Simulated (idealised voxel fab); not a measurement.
Process module, titled voxel wiring stack
The cross-section on display is named cut; it measures 170 nm wide, and its cells are 5 nm squares.
This document writes a cross-section as a grid whose cells are square, and gives it as bands, listed from the top down; one or more rows of cells form a band. Heads up on the band format: heights come first, top then bottom, in nm. After that it's the materials left to right, each with its width in nm. A single material flagged "edge to edge" fills the whole band edge to edge, and "air" means there's empty space there. Height 0 is the level under which the wafer as received is all one material. The lowest band goes on downwards, as in "0 down". You'd read "30..40" like this: the band's top row of cells is as wide as the first number, its bottom row is as wide as the second, and going down, every row changes width by the same amount as the row before did. You'll sometimes find "remains unaltered" written for a step, and that's the way of saying that nowhere in the cross-section did a cell change during that step. Look at "Closed void table" for the closed voids: empty spaces with no open path to the top, sized 8 cells or up. Each is width x height at distance, distance from the left edge, all nm. Read whatever lies past the settings on a step's line as the simulator's own remark about the step. "overlay nm" on a masked step: distance the mask lay right of its planned place, negative for left.

This section lists the process steps that were planned:
1) op RECEIVE | material Si
2) op CONFORMAL_DEP | material SiO2 | thk nm 10
3) op CONFORMAL_DEP | material SiN | thk nm 5
4) op DIRECTIONAL_DEP | material lowk | thk nm 15
5) op PATTERN | tone open | mask id METAL_1 | material resist | width nm 20 | pitch nm 35 | thk nm 20 | overlay nm 0
6) op DIRECTIONAL_ETCH | etch materials lowk | depth nm 15
7) op DIRECTIONAL_ETCH | etch materials SiN | depth nm 5
8) op STRIP | etch materials resist
9) op CONFORMAL_DEP | material TiN | thk nm 5
10) op FILL_DEP | material Ru | thk nm 10
11) op CMP | height nm 30
12) op EPI | material Ru | thk nm 5
13) op FILL_DEP | material SiCN | thk nm 5
14) op DIRECTIONAL_DEP | material SiO2 | thk nm 10
15) op DIRECTIONAL_DEP | material aC | thk nm 15
16) op PATTERN | tone open | mask id PLUG_1 | material resist | width nm 15 | pitch nm 35 | thk nm 35 | overlay nm 0
17) op DIRECTIONAL_ETCH | etch materials aC | depth nm 15
18) op STRIP | etch materials resist
19) op DIRECTIONAL_ETCH | etch materials SiO2 | depth nm 10
20) op DIRECTIONAL_ETCH | etch materials SiCN | depth nm 5
21) op STRIP | etch materials aC
22) op EPI | material Ru | thk nm 10
23) op EPI | material Ru | thk nm 5
24) op CONFORMAL_DEP | material SiN | thk nm 5
25) op DIRECTIONAL_DEP | material lowk | thk nm 15
26) op MASKED_ETCH | tone open | mask id METAL_2 | width nm 20 | pitch nm 35 | etch materials lowk | depth nm 15 | overlay nm 0
27) op MASKED_ETCH | tone open | mask id METAL_2 | width nm 20 | pitch nm 35 | etch materials SiN | depth nm 5 | overlay nm 0
28) op CONFORMAL_DEP | material TiN | thk nm 5
29) op FILL_DEP | material W | thk nm 5
30) op CMP | height nm 70
31) op EPI | material Ru | thk nm 5
32) op FILL_DEP | material SiCN | thk nm 5
33) op DIRECTIONAL_DEP | material SiO2 | thk nm 30
34) op MASKED_ETCH | tone open | mask id METAL_3 | width nm 20 | pitch nm 35 | etch materials SiO2 | depth nm 15 | overlay nm 0
35) op PATTERN | tone open | mask id METAL_3_HOLES | material resist | width nm 15 | pitch nm 35 | thk nm 15 | overlay nm 0
36) op DIRECTIONAL_ETCH | etch materials SiO2 | depth nm 15
37) op DIRECTIONAL_ETCH | etch materials SiCN | depth nm 5
38) op STRIP | etch materials resist
39) op CONFORMAL_DEP | material TiN | thk nm 5
40) op FILL_DEP | material Ru | thk nm 10
41) op CMP | height nm 110
42) op CONFORMAL_DEP | material SiN | thk nm 5

Cross-sectional view of the wafer in its as-received condition, corresponding to the state after step 1:
	0 down: Si edge to edge
	Closed void table: none

Module complete - cross-section of the first of two wafers, run according to plan:
	115 to 110: SiN edge to edge
	110 to 100: SiO2 (20); TiN (5); Ru (10); TiN (5); SiO2 (15); TiN (5); Ru (10); TiN (5); SiO2 (15); TiN (5); Ru (10); TiN (5); SiO2 (15); TiN (5); Ru (10); TiN (5); SiO2 (25)
	100 to 95: SiO2 (20); TiN (5); Ru (5); TiN (10); SiO2 (15); TiN (5); Ru (5); TiN (10); SiO2 (15); TiN (5); Ru (5); TiN (10); SiO2 (15); TiN (5); Ru (5); TiN (10); SiO2 (25)
	95 to 80: SiO2 (20); TiN (5); Ru (5); TiN (5); SiO2 (20); TiN (5); Ru (5); TiN (5); SiO2 (20); TiN (5); Ru (5); TiN (5); SiO2 (20); TiN (5); Ru (5); TiN (5); SiO2 (30)
	80 to 75: SiCN (20); TiN (15); SiCN (20); TiN (15); SiCN (20); TiN (15); SiCN (20); TiN (15); SiCN (30)
	75 to 70: SiCN (15); Ru (30); SiCN (5); Ru (30); SiCN (5); Ru (30); SiCN (5); Ru (30); SiCN (20)
	70 to 55: lowk (20); TiN (5); W (10); TiN (5); lowk (15); TiN (5); W (10); TiN (5); lowk (15); TiN (5); W (10); TiN (5); lowk (15); TiN (5); W (10); TiN (5); lowk (25)
	55 to 50: SiN (20); TiN (20); SiN (15); TiN (20); SiN (15); TiN (20); SiN (15); TiN (20); SiN (25)
	50 to 40: SiO2 (20); Ru (15); SiO2 (20); Ru (15); SiO2 (20); Ru (15); SiO2 (20); Ru (15); SiO2 (30)
	40 to 30: SiCN (20..15); Ru (15..30); SiCN (20..5); Ru (15..30); SiCN (20..5); Ru (15..30); SiCN (20..5); Ru (15..30); SiCN (30..20)
	30 to 15: lowk (20); TiN (5); Ru (10); TiN (5); lowk (15); TiN (5); Ru (10); TiN (5); lowk (15); TiN (5); Ru (10); TiN (5); lowk (15); TiN (5); Ru (10); TiN (5); lowk (25)
	15 to 10: SiN (20); TiN (20); SiN (15); TiN (20); SiN (15); TiN (20); SiN (15); TiN (20); SiN (25)
	10 to 0: SiO2 edge to edge
	0 down: Si edge to edge
	Closed void table: none

Cross-sectional view of the second of two wafers upon completion of the module. This wafer shared its starting condition and process plan with the first; one error was made during its execution:
	115 to 110: SiN edge to edge
	110 to 100: Ru (30); TiN (5); SiO2 (5); TiN (5); Ru (20); TiN (5); SiO2 (5); TiN (5); Ru (20); TiN (5); SiO2 (5); TiN (5); Ru (20); TiN (5); SiO2 (5); TiN (5); Ru (20)
	100 to 95: TiN (35); SiO2 (5); TiN (30); SiO2 (5); TiN (30); SiO2 (5); TiN (30); SiO2 (5); TiN (25)
	95 to 80: SiO2 edge to edge
	80 to 75: SiCN edge to edge
	75 to 70: SiCN (15); Ru (30); SiCN (5); Ru (30); SiCN (5); Ru (30); SiCN (5); Ru (30); SiCN (20)
	70 to 55: lowk (20); TiN (5); W (10); TiN (5); lowk (15); TiN (5); W (10); TiN (5); lowk (15); TiN (5); W (10); TiN (5); lowk (15); TiN (5); W (10); TiN (5); lowk (25)
	55 to 50: SiN (20); TiN (20); SiN (15); TiN (20); SiN (15); TiN (20); SiN (15); TiN (20); SiN (25)
	50 to 40: SiO2 (20); Ru (15); SiO2 (20); Ru (15); SiO2 (20); Ru (15); SiO2 (20); Ru (15); SiO2 (30)
	40 to 30: SiCN (20..15); Ru (15..30); SiCN (20..5); Ru (15..30); SiCN (20..5); Ru (15..30); SiCN (20..5); Ru (15..30); SiCN (30..20)
	30 to 15: lowk (20); TiN (5); Ru (10); TiN (5); lowk (15); TiN (5); Ru (10); TiN (5); lowk (15); TiN (5); Ru (10); TiN (5); lowk (15); TiN (5); Ru (10); TiN (5); lowk (25)
	15 to 10: SiN (20); TiN (20); SiN (15); TiN (20); SiN (15); TiN (20); SiN (15); TiN (20); SiN (25)
	10 to 0: SiO2 edge to edge
	0 down: Si edge to edge
	Closed void table: none
Run error: in deviation from the planned setting, step 34 was conducted as op MASKED_ETCH | tone cover | mask id METAL_3 | width nm 20 | pitch nm 35 | etch materials SiO2 | depth nm 15 | overlay nm 0
Materials where the second wafer ends with more or fewer cells than the first: Ru: 12 more | SiCN: 12 more | SiO2: 6 fewer | TiN: 18 fewer
